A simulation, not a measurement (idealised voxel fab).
process module | voxel plated lines
cross-section cut | 195 nm wide | cells 5 nm
A cross-section is a grid of square cells, given in bands from the top down. A band is one or more rows of cells.
Each band's line starts with the height of the band's top and of its bottom, in nm. Then come its materials from left to right, each with its width in nm. One material with "throughout" fills the band from edge to edge. "air" is empty space.
Height 0 is the level under which the wafer as received is all one material. The lowest band goes on downwards, as in "0 down".
A width such as "30 to 40" changes by the same amount from each row of cells to the next, from the band's top row to its bottom row.
"no change" after a step means that no cell of the cross-section changed.
closed voids: empty space of 8 cells or more with no open way to the top, each as width x height at its distance from the left edge, in nm
after a step's settings: what the simulator itself notes on the step
overlay nm, on a step with a mask: how far to the right of its planned place the mask lay; to the left if negative
plan
1 op RECEIVE | material Si
2 op CONFORMAL_DEP | material SiN | thk nm 10
3 op DIRECTIONAL_DEP | material TiN | thk nm 5
4 op PATTERN | tone open | mask id LINES | material resist | width nm 20 | pitch nm 40 | thk nm 15 | overlay nm -15
5 op EPI | material Ru | thk nm 5
6 op STRIP | etch materials resist
7 op DIRECTIONAL_ETCH | etch materials TiN | depth nm 5
8 op CONFORMAL_DEP | material SiCN | thk nm 10
varied across the wafers: overlay nm of step 4. The plan shows the first wafer's value. All wafers start alike
first wafer as received, after step 1
  0 down: Si throughout
  closed voids: none
each wafer at the end: cells of each material gained (+) or lost (-) since it was received, then its closed voids
overlay nm -15 | +12 Ru | +102 SiCN | +78 SiN | +12 TiN | closed voids: none
overlay nm -10 | +12 Ru | +102 SiCN | +78 SiN | +12 TiN | closed voids: none
overlay nm -5 | +12 Ru | +102 SiCN | +78 SiN | +12 TiN | closed voids: none
overlay nm 0 | +12 Ru | +102 SiCN | +78 SiN | +12 TiN | closed voids: none
overlay nm 5 | +12 Ru | +102 SiCN | +78 SiN | +12 TiN | closed voids: none
overlay nm 10 | +12 Ru | +102 SiCN | +78 SiN | +12 TiN | closed voids: none
overlay nm 15 | +12 Ru | +102 SiCN | +78 SiN | +12 TiN | closed voids: none
